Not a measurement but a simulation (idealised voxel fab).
Name of the process module below: voxel wiring stack
The width of the displayed cross-section, cut, is 275 nm; its cells are square, with a size of 5 nm.
A cross-section is a grid of square cells, given in bands from the top down. A band is one or more rows of cells.
In this notation a band is specified by the heights of its top and bottom, in that order and in nm, after which its materials appear from left to right, each paired with its width in nm. The word "edge to edge" attached to a single material means that material fills the band from edge to edge; the word "blank" stands for empty space.
Heights are expressed relative to 0, this being the level below which the as-received wafer comprises one material exclusively. The lowest band is unbounded in the downward direction and is denoted as in "0 and below".
A width such as "30->40" changes by the same amount from each row of cells to the next, from the band's top row to its bottom row.
You'll sometimes find "nothing got changed" written for a step, and that's the way of saying that nowhere in the cross-section did a cell change during that step.
"Sealed internal cavities" enumerates empty spaces isolated from the top, with no open way to it, that contain at least 8 cells, giving each as width x height at distance from the left edge, all three in nm.
Anything after a step's settings on that line? It's the simulator's own note about the step.
What "overlay nm" on a step's line means: if the step has a mask, that mask lay this far to the right of its planned place, or, when the value is negative, to the left.
Here's what the planned process steps look like:
1. RECEIVE [material Si]
2. CONFORMAL_DEP [material SiO2] [thk nm 15]
3. CONFORMAL_DEP [material SiCN] [thk nm 5]
4. DIRECTIONAL_DEP [material lowk] [thk nm 20]
5. MASKED_ETCH [tone open] [mask id METAL_1] [width nm 30] [pitch nm 55] [etch materials lowk] [depth nm 20] [overlay nm 0]
6. MASKED_ETCH [tone open] [mask id METAL_1] [width nm 30] [pitch nm 55] [etch materials SiCN] [depth nm 5] [overlay nm 0]
7. CONFORMAL_DEP [material TiN] [thk nm 5]
8. FILL_DEP [material Ru] [thk nm 5]
9. CMP [height nm 40]
10. CONFORMAL_DEP [material SiCN] [thk nm 5]
11. DIRECTIONAL_DEP [material lowk] [thk nm 25]
12. DIRECTIONAL_DEP [material aC] [thk nm 10]
13. PATTERN [tone open] [mask id METAL_2] [material resist] [width nm 30] [pitch nm 55] [thk nm 25] [overlay nm 0]
14. DIRECTIONAL_ETCH [etch materials aC] [depth nm 10]
15. STRIP [etch materials resist]
16. DIRECTIONAL_ETCH [etch materials lowk] [depth nm 15]
17. STRIP [etch materials aC]
18. DIRECTIONAL_DEP [material aC] [thk nm 15]
19. PATTERN [tone open] [mask id METAL_2_HOLES] [material resist] [width nm 15] [pitch nm 55] [thk nm 30] [overlay nm 0]
20. DIRECTIONAL_ETCH [etch materials aC] [depth nm 15]
21. STRIP [etch materials resist]
22. DIRECTIONAL_ETCH [etch materials lowk] [depth nm 10]
23. DIRECTIONAL_ETCH [etch materials SiCN] [depth nm 5]
24. STRIP [etch materials aC]
25. CONFORMAL_DEP [material TiN] [thk nm 5]
26. FILL_DEP [material Cu] [thk nm 10]
27. CMP [height nm 70]
28. CONFORMAL_DEP [material SiCN] [thk nm 5]
The first of two wafers, run as planned:
Cross-section: wafer on arrival = after step 1:
	0 and below: Si edge to edge
	Sealed internal cavities: none
After step 2: wafer cross-section:
	15 down to 0: SiO2 edge to edge
	Unchanged below 0.
After step 3: wafer cross-section:
	20 down to 15: SiCN edge to edge
	Unchanged below 15.
After step 4: wafer cross-section:
	40 down to 20: lowk edge to edge
	Unchanged below 20.
After step 5: wafer cross-section:
	40 down to 20: lowk: 40 / blank: 30 / lowk: 25 / blank: 30 / lowk: 25 / blank: 30 / lowk: 25 / blank: 30 / lowk: 40
	Unchanged below 20.
After step 6: wafer cross-section:
	40 down to 20: lowk: 40 / blank: 30 / lowk: 25 / blank: 30 / lowk: 25 / blank: 30 / lowk: 25 / blank: 30 / lowk: 40
	20 down to 15: SiCN: 40 / blank: 30 / SiCN: 25 / blank: 30 / SiCN: 25 / blank: 30 / SiCN: 25 / blank: 30 / SiCN: 40
	Unchanged below 15.
After step 7: wafer cross-section:
	45 down to 40: TiN: 45 / blank: 20 / TiN: 35 / blank: 20 / TiN: 35 / blank: 20 / TiN: 35 / blank: 20 / TiN: 45
	40 down to 20: lowk: 40 / TiN: 5 / blank: 20 / TiN: 5 / lowk: 25 / TiN: 5 / blank: 20 / TiN: 5 / lowk: 25 / TiN: 5 / blank: 20 / TiN: 5 / lowk: 25 / TiN: 5 / blank: 20 / TiN: 5 / lowk: 40
	20 down to 15: SiCN: 40 / TiN: 30 / SiCN: 25 / TiN: 30 / SiCN: 25 / TiN: 30 / SiCN: 25 / TiN: 30 / SiCN: 40
	Unchanged below 15.
After step 8: wafer cross-section:
	50 down to 45: Ru edge to edge
	45 down to 40: TiN: 45 / Ru: 20 / TiN: 35 / Ru: 20 / TiN: 35 / Ru: 20 / TiN: 35 / Ru: 20 / TiN: 45
	40 down to 20: lowk: 40 / TiN: 5 / Ru: 20 / TiN: 5 / lowk: 25 / TiN: 5 / Ru: 20 / TiN: 5 / lowk: 25 / TiN: 5 / Ru: 20 / TiN: 5 / lowk: 25 / TiN: 5 / Ru: 20 / TiN: 5 / lowk: 40
	Unchanged below 20.
After step 9: wafer cross-section:
	40 down to 20: lowk: 40 / TiN: 5 / Ru: 20 / TiN: 5 / lowk: 25 / TiN: 5 / Ru: 20 / TiN: 5 / lowk: 25 / TiN: 5 / Ru: 20 / TiN: 5 / lowk: 25 / TiN: 5 / Ru: 20 / TiN: 5 / lowk: 40
	Unchanged below 20.
After step 10: wafer cross-section:
	45 down to 40: SiCN edge to edge
	Unchanged below 40.
After step 11: wafer cross-section:
	70 down to 45: lowk edge to edge
	Unchanged below 45.
After step 12: wafer cross-section:
	80 down to 70: aC edge to edge
	Unchanged below 70.
After step 13: wafer cross-section:
	105 down to 80: resist: 40 / blank: 30 / resist: 25 / blank: 30 / resist: 25 / blank: 30 / resist: 25 / blank: 30 / resist: 40
	Unchanged below 80.
After step 14: wafer cross-section:
	95 down to 80: resist: 40 / blank: 30 / resist: 25 / blank: 30 / resist: 25 / blank: 30 / resist: 25 / blank: 30 / resist: 40
	80 down to 70: aC: 40 / blank: 30 / aC: 25 / blank: 30 / aC: 25 / blank: 30 / aC: 25 / blank: 30 / aC: 40
	Unchanged below 70.
After step 15: wafer cross-section:
	80 down to 70: aC: 40 / blank: 30 / aC: 25 / blank: 30 / aC: 25 / blank: 30 / aC: 25 / blank: 30 / aC: 40
	Unchanged below 70.
After step 16: wafer cross-section:
	80 down to 70: aC: 40 / blank: 30 / aC: 25 / blank: 30 / aC: 25 / blank: 30 / aC: 25 / blank: 30 / aC: 40
	70 down to 55: lowk: 40 / blank: 30 / lowk: 25 / blank: 30 / lowk: 25 / blank: 30 / lowk: 25 / blank: 30 / lowk: 40
	Unchanged below 55.
After step 17: wafer cross-section:
	70 down to 55: lowk: 40 / blank: 30 / lowk: 25 / blank: 30 / lowk: 25 / blank: 30 / lowk: 25 / blank: 30 / lowk: 40
	Unchanged below 55.
After step 18: wafer cross-section:
	85 down to 70: aC: 40 / blank: 30 / aC: 25 / blank: 30 / aC: 25 / blank: 30 / aC: 25 / blank: 30 / aC: 40
	70 down to 55: lowk: 40 / aC: 30 / lowk: 25 / aC: 30 / lowk: 25 / aC: 30 / lowk: 25 / aC: 30 / lowk: 40
	Unchanged below 55.
After step 19: wafer cross-section:
	115 down to 85: resist: 40 / blank: 15 / resist: 40 / blank: 15 / resist: 40 / blank: 15 / resist: 40 / blank: 15 / resist: 55
	85 down to 70: aC: 40 / blank: 15 / resist: 15 / aC: 25 / blank: 15 / resist: 15 / aC: 25 / blank: 15 / resist: 15 / aC: 25 / blank: 15 / resist: 15 / aC: 40
	Unchanged below 70.
After step 20: wafer cross-section:
	100 down to 85: resist: 40 / blank: 15 / resist: 40 / blank: 15 / resist: 40 / blank: 15 / resist: 40 / blank: 15 / resist: 55
	85 down to 70: aC: 40 / blank: 15 / resist: 15 / aC: 25 / blank: 15 / resist: 15 / aC: 25 / blank: 15 / resist: 15 / aC: 25 / blank: 15 / resist: 15 / aC: 40
	70 down to 55: lowk: 40 / blank: 15 / aC: 15 / lowk: 25 / blank: 15 / aC: 15 / lowk: 25 / blank: 15 / aC: 15 / lowk: 25 / blank: 15 / aC: 15 / lowk: 40
	Unchanged below 55.
After step 21: wafer cross-section:
	85 down to 70: aC: 40 / blank: 30 / aC: 25 / blank: 30 / aC: 25 / blank: 30 / aC: 25 / blank: 30 / aC: 40
	Unchanged below 70.
After step 22: wafer cross-section:
	85 down to 70: aC: 40 / blank: 30 / aC: 25 / blank: 30 / aC: 25 / blank: 30 / aC: 25 / blank: 30 / aC: 40
	70 down to 55: lowk: 40 / blank: 15 / aC: 15 / lowk: 25 / blank: 15 / aC: 15 / lowk: 25 / blank: 15 / aC: 15 / lowk: 25 / blank: 15 / aC: 15 / lowk: 40
	55 down to 45: lowk: 40 / blank: 15 / lowk: 40 / blank: 15 / lowk: 40 / blank: 15 / lowk: 40 / blank: 15 / lowk: 55
	Unchanged below 45.
After step 23: wafer cross-section:
	85 down to 70: aC: 40 / blank: 30 / aC: 25 / blank: 30 / aC: 25 / blank: 30 / aC: 25 / blank: 30 / aC: 40
	70 down to 55: lowk: 40 / blank: 15 / aC: 15 / lowk: 25 / blank: 15 / aC: 15 / lowk: 25 / blank: 15 / aC: 15 / lowk: 25 / blank: 15 / aC: 15 / lowk: 40
	55 down to 45: lowk: 40 / blank: 15 / lowk: 40 / blank: 15 / lowk: 40 / blank: 15 / lowk: 40 / blank: 15 / lowk: 55
	45 down to 40: SiCN: 40 / blank: 15 / SiCN: 40 / blank: 15 / SiCN: 40 / blank: 15 / SiCN: 40 / blank: 15 / SiCN: 55
	Unchanged below 40.
After step 24: wafer cross-section:
	70 down to 55: lowk: 40 / blank: 30 / lowk: 25 / blank: 30 / lowk: 25 / blank: 30 / lowk: 25 / blank: 30 / lowk: 40
	Unchanged below 55.
After step 25: wafer cross-section:
	75 down to 70: TiN: 45 / blank: 20 / TiN: 35 / blank: 20 / TiN: 35 / blank: 20 / TiN: 35 / blank: 20 / TiN: 45
	70 down to 60: lowk: 40 / TiN: 5 / blank: 20 / TiN: 5 / lowk: 25 / TiN: 5 / blank: 20 / TiN: 5 / lowk: 25 / TiN: 5 / blank: 20 / TiN: 5 / lowk: 25 / TiN: 5 / blank: 20 / TiN: 5 / lowk: 40
	60 down to 55: lowk: 40 / TiN: 5 / blank: 5 / TiN: 20 / lowk: 25 / TiN: 5 / blank: 5 / TiN: 20 / lowk: 25 / TiN: 5 / blank: 5 / TiN: 20 / lowk: 25 / TiN: 5 / blank: 5 / TiN: 20 / lowk: 40
	55 down to 45: lowk: 40 / TiN: 5 / blank: 5 / TiN: 5 / lowk: 40 / TiN: 5 / blank: 5 / TiN: 5 / lowk: 40 / TiN: 5 / blank: 5 / TiN: 5 / lowk: 40 / TiN: 5 / blank: 5 / TiN: 5 / lowk: 55
	45 down to 40: SiCN: 40 / TiN: 15 / SiCN: 40 / TiN: 15 / SiCN: 40 / TiN: 15 / SiCN: 40 / TiN: 15 / SiCN: 55
	Unchanged below 40.
After step 26: wafer cross-section:
	85 down to 75: Cu edge to edge
	75 down to 70: TiN: 45 / Cu: 20 / TiN: 35 / Cu: 20 / TiN: 35 / Cu: 20 / TiN: 35 / Cu: 20 / TiN: 45
	70 down to 60: lowk: 40 / TiN: 5 / Cu: 20 / TiN: 5 / lowk: 25 / TiN: 5 / Cu: 20 / TiN: 5 / lowk: 25 / TiN: 5 / Cu: 20 / TiN: 5 / lowk: 25 / TiN: 5 / Cu: 20 / TiN: 5 / lowk: 40
	60 down to 55: lowk: 40 / TiN: 5 / Cu: 5 / TiN: 20 / lowk: 25 / TiN: 5 / Cu: 5 / TiN: 20 / lowk: 25 / TiN: 5 / Cu: 5 / TiN: 20 / lowk: 25 / TiN: 5 / Cu: 5 / TiN: 20 / lowk: 40
	55 down to 45: lowk: 40 / TiN: 5 / Cu: 5 / TiN: 5 / lowk: 40 / TiN: 5 / Cu: 5 / TiN: 5 / lowk: 40 / TiN: 5 / Cu: 5 / TiN: 5 / lowk: 40 / TiN: 5 / Cu: 5 / TiN: 5 / lowk: 55
	Unchanged below 45.
After step 27: wafer cross-section:
	70 down to 60: lowk: 40 / TiN: 5 / Cu: 20 / TiN: 5 / lowk: 25 / TiN: 5 / Cu: 20 / TiN: 5 / lowk: 25 / TiN: 5 / Cu: 20 / TiN: 5 / lowk: 25 / TiN: 5 / Cu: 20 / TiN: 5 / lowk: 40
	Unchanged below 60.
After step 28: wafer cross-section:
	75 down to 70: SiCN edge to edge
	Unchanged below 70.
Second Wafer (Identical Start and Plan, One Processing Error; Matches First Wafer Through Step 9):
Look at the second wafer in cross-section at the time step 10 ought to have finished:
	55 down to 40: SiCN edge to edge
	Unchanged below 40.
Look at the second wafer in cross-section at the time step 11 ought to have finished:
	80 down to 55: lowk edge to edge
	Unchanged below 55.
Look at the second wafer in cross-section at the time step 12 ought to have finished:
	90 down to 80: aC edge to edge
	Unchanged below 80.
Look at the second wafer in cross-section at the time step 13 ought to have finished:
	115 down to 90: resist: 40 / blank: 30 / resist: 25 / blank: 30 / resist: 25 / blank: 30 / resist: 25 / blank: 30 / resist: 40
	Unchanged below 90.
Look at the second wafer in cross-section at the time step 14 ought to have finished:
	105 down to 90: resist: 40 / blank: 30 / resist: 25 / blank: 30 / resist: 25 / blank: 30 / resist: 25 / blank: 30 / resist: 40
	90 down to 80: aC: 40 / blank: 30 / aC: 25 / blank: 30 / aC: 25 / blank: 30 / aC: 25 / blank: 30 / aC: 40
	Unchanged below 80.
Look at the second wafer in cross-section at the time step 15 ought to have finished:
	90 down to 80: aC: 40 / blank: 30 / aC: 25 / blank: 30 / aC: 25 / blank: 30 / aC: 25 / blank: 30 / aC: 40
	Unchanged below 80.
Look at the second wafer in cross-section at the time step 16 ought to have finished:
	90 down to 80: aC: 40 / blank: 30 / aC: 25 / blank: 30 / aC: 25 / blank: 30 / aC: 25 / blank: 30 / aC: 40
	80 down to 65: lowk: 40 / blank: 30 / lowk: 25 / blank: 30 / lowk: 25 / blank: 30 / lowk: 25 / blank: 30 / lowk: 40
	Unchanged below 65.
Look at the second wafer in cross-section at the time step 17 ought to have finished:
	80 down to 65: lowk: 40 / blank: 30 / lowk: 25 / blank: 30 / lowk: 25 / blank: 30 / lowk: 25 / blank: 30 / lowk: 40
	Unchanged below 65.
Look at the second wafer in cross-section at the time step 18 ought to have finished:
	95 down to 80: aC: 40 / blank: 30 / aC: 25 / blank: 30 / aC: 25 / blank: 30 / aC: 25 / blank: 30 / aC: 40
	80 down to 65: lowk: 40 / aC: 30 / lowk: 25 / aC: 30 / lowk: 25 / aC: 30 / lowk: 25 / aC: 30 / lowk: 40
	Unchanged below 65.
Look at the second wafer in cross-section at the time step 19 ought to have finished:
	125 down to 95: resist: 40 / blank: 15 / resist: 40 / blank: 15 / resist: 40 / blank: 15 / resist: 40 / blank: 15 / resist: 55
	95 down to 80: aC: 40 / blank: 15 / resist: 15 / aC: 25 / blank: 15 / resist: 15 / aC: 25 / blank: 15 / resist: 15 / aC: 25 / blank: 15 / resist: 15 / aC: 40
	Unchanged below 80.
Look at the second wafer in cross-section at the time step 20 ought to have finished:
	110 down to 95: resist: 40 / blank: 15 / resist: 40 / blank: 15 / resist: 40 / blank: 15 / resist: 40 / blank: 15 / resist: 55
	95 down to 80: aC: 40 / blank: 15 / resist: 15 / aC: 25 / blank: 15 / resist: 15 / aC: 25 / blank: 15 / resist: 15 / aC: 25 / blank: 15 / resist: 15 / aC: 40
	80 down to 65: lowk: 40 / blank: 15 / aC: 15 / lowk: 25 / blank: 15 / aC: 15 / lowk: 25 / blank: 15 / aC: 15 / lowk: 25 / blank: 15 / aC: 15 / lowk: 40
	Unchanged below 65.
Look at the second wafer in cross-section at the time step 21 ought to have finished:
	95 down to 80: aC: 40 / blank: 30 / aC: 25 / blank: 30 / aC: 25 / blank: 30 / aC: 25 / blank: 30 / aC: 40
	Unchanged below 80.
Look at the second wafer in cross-section at the time step 22 ought to have finished:
	95 down to 80: aC: 40 / blank: 30 / aC: 25 / blank: 30 / aC: 25 / blank: 30 / aC: 25 / blank: 30 / aC: 40
	80 down to 65: lowk: 40 / blank: 15 / aC: 15 / lowk: 25 / blank: 15 / aC: 15 / lowk: 25 / blank: 15 / aC: 15 / lowk: 25 / blank: 15 / aC: 15 / lowk: 40
	65 down to 55: lowk: 40 / blank: 15 / lowk: 40 / blank: 15 / lowk: 40 / blank: 15 / lowk: 40 / blank: 15 / lowk: 55
	Unchanged below 55.
Look at the second wafer in cross-section at the time step 23 ought to have finished:
	95 down to 80: aC: 40 / blank: 30 / aC: 25 / blank: 30 / aC: 25 / blank: 30 / aC: 25 / blank: 30 / aC: 40
	80 down to 65: lowk: 40 / blank: 15 / aC: 15 / lowk: 25 / blank: 15 / aC: 15 / lowk: 25 / blank: 15 / aC: 15 / lowk: 25 / blank: 15 / aC: 15 / lowk: 40
	65 down to 55: lowk: 40 / blank: 15 / lowk: 40 / blank: 15 / lowk: 40 / blank: 15 / lowk: 40 / blank: 15 / lowk: 55
	55 down to 50: SiCN: 40 / blank: 15 / SiCN: 40 / blank: 15 / SiCN: 40 / blank: 15 / SiCN: 40 / blank: 15 / SiCN: 55
	Unchanged below 50.
Look at the second wafer in cross-section at the time step 24 ought to have finished:
	80 down to 65: lowk: 40 / blank: 30 / lowk: 25 / blank: 30 / lowk: 25 / blank: 30 / lowk: 25 / blank: 30 / lowk: 40
	Unchanged below 65.
Look at the second wafer in cross-section at the time step 25 ought to have finished:
	85 down to 80: TiN: 45 / blank: 20 / TiN: 35 / blank: 20 / TiN: 35 / blank: 20 / TiN: 35 / blank: 20 / TiN: 45
	80 down to 70: lowk: 40 / TiN: 5 / blank: 20 / TiN: 5 / lowk: 25 / TiN: 5 / blank: 20 / TiN: 5 / lowk: 25 / TiN: 5 / blank: 20 / TiN: 5 / lowk: 25 / TiN: 5 / blank: 20 / TiN: 5 / lowk: 40
	70 down to 65: lowk: 40 / TiN: 5 / blank: 5 / TiN: 20 / lowk: 25 / TiN: 5 / blank: 5 / TiN: 20 / lowk: 25 / TiN: 5 / blank: 5 / TiN: 20 / lowk: 25 / TiN: 5 / blank: 5 / TiN: 20 / lowk: 40
	65 down to 55: lowk: 40 / TiN: 5 / blank: 5 / TiN: 5 / lowk: 40 / TiN: 5 / blank: 5 / TiN: 5 / lowk: 40 / TiN: 5 / blank: 5 / TiN: 5 / lowk: 40 / TiN: 5 / blank: 5 / TiN: 5 / lowk: 55
	55 down to 50: SiCN: 40 / TiN: 15 / SiCN: 40 / TiN: 15 / SiCN: 40 / TiN: 15 / SiCN: 40 / TiN: 15 / SiCN: 55
	Unchanged below 50.
Look at the second wafer in cross-section at the time step 26 ought to have finished:
	95 down to 85: Cu edge to edge
	85 down to 80: TiN: 45 / Cu: 20 / TiN: 35 / Cu: 20 / TiN: 35 / Cu: 20 / TiN: 35 / Cu: 20 / TiN: 45
	80 down to 70: lowk: 40 / TiN: 5 / Cu: 20 / TiN: 5 / lowk: 25 / TiN: 5 / Cu: 20 / TiN: 5 / lowk: 25 / TiN: 5 / Cu: 20 / TiN: 5 / lowk: 25 / TiN: 5 / Cu: 20 / TiN: 5 / lowk: 40
	70 down to 65: lowk: 40 / TiN: 5 / Cu: 5 / TiN: 20 / lowk: 25 / TiN: 5 / Cu: 5 / TiN: 20 / lowk: 25 / TiN: 5 / Cu: 5 / TiN: 20 / lowk: 25 / TiN: 5 / Cu: 5 / TiN: 20 / lowk: 40
	65 down to 55: lowk: 40 / TiN: 5 / Cu: 5 / TiN: 5 / lowk: 40 / TiN: 5 / Cu: 5 / TiN: 5 / lowk: 40 / TiN: 5 / Cu: 5 / TiN: 5 / lowk: 40 / TiN: 5 / Cu: 5 / TiN: 5 / lowk: 55
	Unchanged below 55.
Look at the second wafer in cross-section at the time step 27 ought to have finished:
	70 down to 65: lowk: 40 / TiN: 5 / Cu: 5 / TiN: 20 / lowk: 25 / TiN: 5 / Cu: 5 / TiN: 20 / lowk: 25 / TiN: 5 / Cu: 5 / TiN: 20 / lowk: 25 / TiN: 5 / Cu: 5 / TiN: 20 / lowk: 40
	Unchanged below 65.
Look at the second wafer in cross-section at the time step 28 ought to have finished:
	75 down to 70: SiCN edge to edge
	Unchanged below 70.
The plan and the run diverged here: heads up, step 10 didn't go per plan, it actually ran as CONFORMAL_DEP [material SiCN] [thk nm 15]
Bottom line after processing is that, in cells, the second wafer is up or down on some materials versus the first: -32 Cu | +110 SiCN | -16 TiN | -62 lowk
